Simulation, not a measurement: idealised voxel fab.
voxel gate over fins: a process module
Displayed cross-section: cut, width of 300 nm, square cells sized 5 nm.
Bands, listed from the top down, are how a cross-section gets written in this document; the cross-section itself is a grid of square cells, and a band is one or more rows of them. Quick guide to a band line: top height, bottom height (nm) up front; then every material left to right with its width in nm. Only one material and it's marked "edge to edge"? Then it fills the band edge to edge. And "air" just means empty space. Height reference: 0 = level under which incoming wafer is all one material. Lowest band: no bottom, runs on downward, e.g. "from 0 down". Quick explanation for "30 to 40": the width changes in equal steps down the rows of cells, from the first number in the band's top row to the second number in its bottom row. Given "no change occurred" for a step, no cell of the cross-section differs between before and after that step. "Unvented internal voids" lists enclosed empty spaces (at least 8 cells, no open path upward to the top), each as width x height at distance from the left edge, in nm. after a step's settings: what the simulator itself notes on the step. Among the settings permitted on a step's line is "overlay nm"; applied to a step with a mask, it specifies the extent to which the mask lay to the right of its planned position, whereas a negative figure signifies a position to the left.

Planned step list for the process:
1) op RECEIVE | material Si
2) op CONFORMAL_DEP | material SiN | thk nm 5
3) op MASKED_ETCH | tone cover | mask id FINS | width nm 15 | pitch nm 55 | etch materials SiN | depth nm 5 | overlay nm 0
4) op MASKED_ETCH | tone cover | mask id FINS | width nm 15 | pitch nm 55 | etch materials Si | depth nm 40 | overlay nm 0
5) op OXIDIZE | depth nm 5
6) op FILL_DEP | material SiO2 | thk nm 10
7) op CMP | height nm 5
8) op DIRECTIONAL_DEP | material aC | thk nm 10
9) op PATTERN | tone open | mask id RAIL | material resist | width nm 15 | thk nm 25 | overlay nm 0
10) op DIRECTIONAL_ETCH | etch materials aC | depth nm 10
11) op STRIP | etch materials resist
12) op DIRECTIONAL_ETCH | etch materials SiO2 | depth nm 40
13) op STRIP | etch materials aC
14) op CONFORMAL_DEP | material TiN | thk nm 5
15) op FILL_DEP | material W | thk nm 10
16) op CMP | height nm 5
17) op SELECTIVE_ETCH | etch materials W Ru TiN | depth nm 25
18) op FILL_DEP | material SiO2 | thk nm 5
19) op CMP | height nm 5
20) op SELECTIVE_ETCH | etch materials SiO2 | depth nm 15
21) op STRIP | etch materials SiN
22) op CONFORMAL_DEP | material HfO2 | thk nm 5
23) op CONFORMAL_DEP | material TiN | thk nm 5
24) op CONFORMAL_DEP | material TiAl | thk nm 5
25) op CONFORMAL_DEP | material TiN | thk nm 5
26) op FILL_DEP | material W | thk nm 15
27) op CMP | height nm 30
28) op CONFORMAL_DEP | material SiN | thk nm 5

What follows covers the first of two wafers; it ran as planned:

Cross-section of the incoming wafer, state after step 1:
> from 0 down: Si edge to edge
> Unvented internal voids: none

after step 2:
> from 5 to 0: SiN edge to edge
> All layers under 0 are left as they were.

after step 3:
> from 5 to 0: air: 60, then SiN: 15, then air: 40, then SiN: 15, then air: 40, then SiN: 15, then air: 40, then SiN: 15, then air: 60
> All layers under 0 are left as they were.

after step 4:
> from 5 to 0: air: 60, then SiN: 15, then air: 40, then SiN: 15, then air: 40, then SiN: 15, then air: 40, then SiN: 15, then air: 60
> from 0 to -40: air: 60, then Si: 15, then air: 40, then Si: 15, then air: 40, then Si: 15, then air: 40, then Si: 15, then air: 60
> All layers under -40 are left as they were.

after step 5:
> from 5 to 0: air: 60, then SiN: 15, then air: 40, then SiN: 15, then air: 40, then SiN: 15, then air: 40, then SiN: 15, then air: 60
> from 0 to -40: air: 60, then SiO2: 5, then Si: 5, then SiO2: 5, then air: 40, then SiO2: 5, then Si: 5, then SiO2: 5, then air: 40, then SiO2: 5, then Si: 5, then SiO2: 5, then air: 40, then SiO2: 5, then Si: 5, then SiO2: 5, then air: 60
> from -40 to -45: SiO2: 65, then Si: 5, then SiO2: 50, then Si: 5, then SiO2: 50, then Si: 5, then SiO2: 50, then Si: 5, then SiO2: 65
> All layers under -45 are left as they were.

after step 6:
> from 15 to 5: SiO2 edge to edge
> from 5 to 0: SiO2: 60, then SiN: 15, then SiO2: 40, then SiN: 15, then SiO2: 40, then SiN: 15, then SiO2: 40, then SiN: 15, then SiO2: 60
> from 0 to -45: SiO2: 65, then Si: 5, then SiO2: 50, then Si: 5, then SiO2: 50, then Si: 5, then SiO2: 50, then Si: 5, then SiO2: 65
> All layers under -45 are left as they were.

after step 7:
> from 5 to 0: SiO2: 60, then SiN: 15, then SiO2: 40, then SiN: 15, then SiO2: 40, then SiN: 15, then SiO2: 40, then SiN: 15, then SiO2: 60
> All layers under 0 are left as they were.

after step 8:
> from 15 to 5: aC edge to edge
> All layers under 5 are left as they were.

after step 9:
> from 40 to 15: resist: 85, then air: 15, then resist: 200
> All layers under 15 are left as they were.

after step 10:
> from 30 to 15: resist: 85, then air: 15, then resist: 200
> from 15 to 5: aC: 85, then air: 15, then aC: 200
> All layers under 5 are left as they were.

after step 11:
> from 15 to 5: aC: 85, then air: 15, then aC: 200
> All layers under 5 are left as they were.

after step 12:
> from 15 to 5: aC: 85, then air: 15, then aC: 200
> from 5 to 0: SiO2: 60, then SiN: 15, then SiO2: 10, then air: 15, then SiO2: 15, then SiN: 15, then SiO2: 40, then SiN: 15, then SiO2: 40, then SiN: 15, then SiO2: 60
> from 0 to -35: SiO2: 65, then Si: 5, then SiO2: 15, then air: 15, then SiO2: 20, then Si: 5, then SiO2: 50, then Si: 5, then SiO2: 50, then Si: 5, then SiO2: 65
> All layers under -35 are left as they were.

after step 13:
> from 5 to 0: SiO2: 60, then SiN: 15, then SiO2: 10, then air: 15, then SiO2: 15, then SiN: 15, then SiO2: 40, then SiN: 15, then SiO2: 40, then SiN: 15, then SiO2: 60
> All layers under 0 are left as they were.

after step 14:
> from 10 to 5: TiN: 90, then air: 5, then TiN: 205
> from 5 to 0: SiO2: 60, then SiN: 15, then SiO2: 10, then TiN: 5, then air: 5, then TiN: 5, then SiO2: 15, then SiN: 15, then SiO2: 40, then SiN: 15, then SiO2: 40, then SiN: 15, then SiO2: 60
> from 0 to -30: SiO2: 65, then Si: 5, then SiO2: 15, then TiN: 5, then air: 5, then TiN: 5, then SiO2: 20, then Si: 5, then SiO2: 50, then Si: 5, then SiO2: 50, then Si: 5, then SiO2: 65
> from -30 to -35: SiO2: 65, then Si: 5, then SiO2: 15, then TiN: 15, then SiO2: 20, then Si: 5, then SiO2: 50, then Si: 5, then SiO2: 50, then Si: 5, then SiO2: 65
> All layers under -35 are left as they were.

after step 15:
> from 20 to 10: W edge to edge
> from 10 to 5: TiN: 90, then W: 5, then TiN: 205
> from 5 to 0: SiO2: 60, then SiN: 15, then SiO2: 10, then TiN: 5, then W: 5, then TiN: 5, then SiO2: 15, then SiN: 15, then SiO2: 40, then SiN: 15, then SiO2: 40, then SiN: 15, then SiO2: 60
> from 0 to -30: SiO2: 65, then Si: 5, then SiO2: 15, then TiN: 5, then W: 5, then TiN: 5, then SiO2: 20, then Si: 5, then SiO2: 50, then Si: 5, then SiO2: 50, then Si: 5, then SiO2: 65
> All layers under -30 are left as they were.

after step 16:
> from 5 to 0: SiO2: 60, then SiN: 15, then SiO2: 10, then TiN: 5, then W: 5, then TiN: 5, then SiO2: 15, then SiN: 15, then SiO2: 40, then SiN: 15, then SiO2: 40, then SiN: 15, then SiO2: 60
> All layers under 0 are left as they were.

after step 17:
> from 5 to 0: SiO2: 60, then SiN: 15, then SiO2: 10, then air: 15, then SiO2: 15, then SiN: 15, then SiO2: 40, then SiN: 15, then SiO2: 40, then SiN: 15, then SiO2: 60
> from 0 to -20: SiO2: 65, then Si: 5, then SiO2: 15, then air: 15, then SiO2: 20, then Si: 5, then SiO2: 50, then Si: 5, then SiO2: 50, then Si: 5, then SiO2: 65
> All layers under -20 are left as they were.

after step 18:
> from 10 to 5: SiO2 edge to edge
> from 5 to 0: SiO2: 60, then SiN: 15, then SiO2: 40, then SiN: 15, then SiO2: 40, then SiN: 15, then SiO2: 40, then SiN: 15, then SiO2: 60
> from 0 to -20: SiO2: 65, then Si: 5, then SiO2: 50, then Si: 5, then SiO2: 50, then Si: 5, then SiO2: 50, then Si: 5, then SiO2: 65
> All layers under -20 are left as they were.

after step 19:
> from 5 to 0: SiO2: 60, then SiN: 15, then SiO2: 40, then SiN: 15, then SiO2: 40, then SiN: 15, then SiO2: 40, then SiN: 15, then SiO2: 60
> All layers under 0 are left as they were.

after step 20:
> from 5 to 0: air: 60, then SiN: 15, then air: 40, then SiN: 15, then air: 40, then SiN: 15, then air: 40, then SiN: 15, then air: 60
> from 0 to -10: air: 65, then Si: 5, then air: 50, then Si: 5, then air: 50, then Si: 5, then air: 50, then Si: 5, then air: 65
> All layers under -10 are left as they were.

after step 21:
> from 0 to -10: air: 65, then Si: 5, then air: 50, then Si: 5, then air: 50, then Si: 5, then air: 50, then Si: 5, then air: 65
> All layers under -10 are left as they were.

after step 22:
> from 5 to 0: air: 60, then HfO2: 15, then air: 40, then HfO2: 15, then air: 40, then HfO2: 15, then air: 40, then HfO2: 15, then air: 60
> from 0 to -5: air: 60, then HfO2: 5, then Si: 5, then HfO2: 5, then air: 40, then HfO2: 5, then Si: 5, then HfO2: 5, then air: 40, then HfO2: 5, then Si: 5, then HfO2: 5, then air: 40, then HfO2: 5, then Si: 5, then HfO2: 5, then air: 60
> from -5 to -10: HfO2: 65, then Si: 5, then HfO2: 50, then Si: 5, then HfO2: 50, then Si: 5, then HfO2: 50, then Si: 5, then HfO2: 65
> All layers under -10 are left as they were.

after step 23:
> from 10 to 5: air: 55, then TiN: 25, then air: 30, then TiN: 25, then air: 30, then TiN: 25, then air: 30, then TiN: 25, then air: 55
> from 5 to 0: air: 55, then TiN: 5, then HfO2: 15, then TiN: 5, then air: 30, then TiN: 5, then HfO2: 15, then TiN: 5, then air: 30, then TiN: 5, then HfO2: 15, then TiN: 5, then air: 30, then TiN: 5, then HfO2: 15, then TiN: 5, then air: 55
> from 0 to -5: TiN: 60, then HfO2: 5, then Si: 5, then HfO2: 5, then TiN: 40, then HfO2: 5, then Si: 5, then HfO2: 5, then TiN: 40, then HfO2: 5, then Si: 5, then HfO2: 5, then TiN: 40, then HfO2: 5, then Si: 5, then HfO2: 5, then TiN: 60
> All layers under -5 are left as they were.

after step 24:
> from 15 to 10: air: 50, then TiAl: 35, then air: 20, then TiAl: 35, then air: 20, then TiAl: 35, then air: 20, then TiAl: 35, then air: 50
> from 10 to 5: air: 50, then TiAl: 5, then TiN: 25, then TiAl: 5, then air: 20, then TiAl: 5, then TiN: 25, then TiAl: 5, then air: 20, then TiAl: 5, then TiN: 25, then TiAl: 5, then air: 20, then TiAl: 5, then TiN: 25, then TiAl: 5, then air: 50
> from 5 to 0: TiAl: 55, then TiN: 5, then HfO2: 15, then TiN: 5, then TiAl: 30, then TiN: 5, then HfO2: 15, then TiN: 5, then TiAl: 30, then TiN: 5, then HfO2: 15, then TiN: 5, then TiAl: 30, then TiN: 5, then HfO2: 15, then TiN: 5, then TiAl: 55
> All layers under 0 are left as they were.

after step 25:
> from 20 to 15: air: 45, then TiN: 45, then air: 10, then TiN: 45, then air: 10, then TiN: 45, then air: 10, then TiN: 45, then air: 45
> from 15 to 10: air: 45, then TiN: 5, then TiAl: 35, then TiN: 5, then air: 10, then TiN: 5, then TiAl: 35, then TiN: 5, then air: 10, then TiN: 5, then TiAl: 35, then TiN: 5, then air: 10, then TiN: 5, then TiAl: 35, then TiN: 5, then air: 45
> from 10 to 5: TiN: 50, then TiAl: 5, then TiN: 25, then TiAl: 5, then TiN: 20, then TiAl: 5, then TiN: 25, then TiAl: 5, then TiN: 20, then TiAl: 5, then TiN: 25, then TiAl: 5, then TiN: 20, then TiAl: 5, then TiN: 25, then TiAl: 5, then TiN: 50
> All layers under 5 are left as they were.

after step 26:
> from 35 to 20: W edge to edge
> from 20 to 15: W: 45, then TiN: 45, then W: 10, then TiN: 45, then W: 10, then TiN: 45, then W: 10, then TiN: 45, then W: 45
> from 15 to 10: W: 45, then TiN: 5, then TiAl: 35, then TiN: 5, then W: 10, then TiN: 5, then TiAl: 35, then TiN: 5, then W: 10, then TiN: 5, then TiAl: 35, then TiN: 5, then W: 10, then TiN: 5, then TiAl: 35, then TiN: 5, then W: 45
> All layers under 10 are left as they were.

after step 27:
> from 30 to 20: W edge to edge
> All layers under 20 are left as they were.

after step 28:
> from 35 to 30: SiN edge to edge
> All layers under 30 are left as they were.

For the second wafer, take the first wafer's start and plan, then add one mistake made in running it; everything through step 2, that step included, is shared with the first:

What the second wafer looks like in cross-section when step 3 should have wrapped up:
> from 5 to 0: SiN: 60, then air: 15, then SiN: 40, then air: 15, then SiN: 40, then air: 15, then SiN: 40, then air: 15, then SiN: 60
> All layers under 0 are left as they were.

What the second wafer looks like in cross-section when step 4 should have wrapped up: no change occurred

What the second wafer looks like in cross-section when step 5 should have wrapped up:
> from 5 to 0: SiN: 60, then air: 15, then SiN: 40, then air: 15, then SiN: 40, then air: 15, then SiN: 40, then air: 15, then SiN: 60
> from 0 to -5: Si: 55, then SiO2: 25, then Si: 30, then SiO2: 25, then Si: 30, then SiO2: 25, then Si: 30, then SiO2: 25, then Si: 55
> All layers under -5 are left as they were.

What the second wafer looks like in cross-section when step 6 should have wrapped up:
> from 15 to 5: SiO2 edge to edge
> from 5 to 0: SiN: 60, then SiO2: 15, then SiN: 40, then SiO2: 15, then SiN: 40, then SiO2: 15, then SiN: 40, then SiO2: 15, then SiN: 60
> All layers under 0 are left as they were.

What the second wafer looks like in cross-section when step 7 should have wrapped up:
> from 5 to 0: SiN: 60, then SiO2: 15, then SiN: 40, then SiO2: 15, then SiN: 40, then SiO2: 15, then SiN: 40, then SiO2: 15, then SiN: 60
> All layers under 0 are left as they were.

What the second wafer looks like in cross-section when step 8 should have wrapped up:
> from 15 to 5: aC edge to edge
> All layers under 5 are left as they were.

What the second wafer looks like in cross-section when step 9 should have wrapped up:
> from 40 to 15: resist: 85, then air: 15, then resist: 200
> All layers under 15 are left as they were.

What the second wafer looks like in cross-section when step 10 should have wrapped up:
> from 30 to 15: resist: 85, then air: 15, then resist: 200
> from 15 to 5: aC: 85, then air: 15, then aC: 200
> All layers under 5 are left as they were.

What the second wafer looks like in cross-section when step 11 should have wrapped up:
> from 15 to 5: aC: 85, then air: 15, then aC: 200
> All layers under 5 are left as they were.

What the second wafer looks like in cross-section when step 12 should have wrapped up: no change occurred

What the second wafer looks like in cross-section when step 13 should have wrapped up:
> from 5 to 0: SiN: 60, then SiO2: 15, then SiN: 40, then SiO2: 15, then SiN: 40, then SiO2: 15, then SiN: 40, then SiO2: 15, then SiN: 60
> All layers under 0 are left as they were.

What the second wafer looks like in cross-section when step 14 should have wrapped up:
> from 10 to 5: TiN edge to edge
> All layers under 5 are left as they were.

What the second wafer looks like in cross-section when step 15 should have wrapped up:
> from 20 to 10: W edge to edge
> All layers under 10 are left as they were.

What the second wafer looks like in cross-section when step 16 should have wrapped up:
> from 5 to 0: SiN: 60, then SiO2: 15, then SiN: 40, then SiO2: 15, then SiN: 40, then SiO2: 15, then SiN: 40, then SiO2: 15, then SiN: 60
> All layers under 0 are left as they were.

What the second wafer looks like in cross-section when step 17 should have wrapped up: no change occurred

What the second wafer looks like in cross-section when step 18 should have wrapped up:
> from 10 to 5: SiO2 edge to edge
> All layers under 5 are left as they were.

What the second wafer looks like in cross-section when step 19 should have wrapped up:
> from 5 to 0: SiN: 60, then SiO2: 15, then SiN: 40, then SiO2: 15, then SiN: 40, then SiO2: 15, then SiN: 40, then SiO2: 15, then SiN: 60
> All layers under 0 are left as they were.

What the second wafer looks like in cross-section when step 20 should have wrapped up:
> from 5 to 0: SiN: 60, then air: 15, then SiN: 40, then air: 15, then SiN: 40, then air: 15, then SiN: 40, then air: 15, then SiN: 60
> from 0 to -5: Si: 55, then air: 25, then Si: 30, then air: 25, then Si: 30, then air: 25, then Si: 30, then air: 25, then Si: 55
> All layers under -5 are left as they were.

What the second wafer looks like in cross-section when step 21 should have wrapped up:
> from 0 to -5: Si: 55, then air: 25, then Si: 30, then air: 25, then Si: 30, then air: 25, then Si: 30, then air: 25, then Si: 55
> All layers under -5 are left as they were.

What the second wafer looks like in cross-section when step 22 should have wrapped up:
> from 5 to 0: HfO2: 60, then air: 15, then HfO2: 40, then air: 15, then HfO2: 40, then air: 15, then HfO2: 40, then air: 15, then HfO2: 60
> from 0 to -5: Si: 55, then HfO2: 25, then Si: 30, then HfO2: 25, then Si: 30, then HfO2: 25, then Si: 30, then HfO2: 25, then Si: 55
> All layers under -5 are left as they were.

What the second wafer looks like in cross-section when step 23 should have wrapped up:
> from 10 to 5: TiN: 65, then air: 5, then TiN: 50, then air: 5, then TiN: 50, then air: 5, then TiN: 50, then air: 5, then TiN: 65
> from 5 to 0: HfO2: 60, then TiN: 15, then HfO2: 40, then TiN: 15, then HfO2: 40, then TiN: 15, then HfO2: 40, then TiN: 15, then HfO2: 60
> All layers under 0 are left as they were.

What the second wafer looks like in cross-section when step 24 should have wrapped up:
> from 15 to 10: TiAl edge to edge
> from 10 to 5: TiN: 65, then TiAl: 5, then TiN: 50, then TiAl: 5, then TiN: 50, then TiAl: 5, then TiN: 50, then TiAl: 5, then TiN: 65
> All layers under 5 are left as they were.

What the second wafer looks like in cross-section when step 25 should have wrapped up:
> from 20 to 15: TiN edge to edge
> All layers under 15 are left as they were.

What the second wafer looks like in cross-section when step 26 should have wrapped up:
> from 35 to 20: W edge to edge
> All layers under 20 are left as they were.

What the second wafer looks like in cross-section when step 27 should have wrapped up:
> from 30 to 20: W edge to edge
> All layers under 20 are left as they were.

What the second wafer looks like in cross-section when step 28 should have wrapped up:
> from 35 to 30: SiN edge to edge
> All layers under 30 are left as they were.
What was the processing mistake? it should be noted that step 3 was executed with settings other than those planned, the operation and settings actually applied being op MASKED_ETCH | tone open | mask id FINS | width nm 15 | pitch nm 55 | etch materials SiN | depth nm 5 | overlay nm 0
Bottom line after processing is that, in cells, the second wafer is up or down on some materials versus the first: HfO2: 8 fewer, Si: 484 more, SiO2: 383 fewer, TiAl: 12 fewer, TiN: 31 fewer, W: 50 fewer
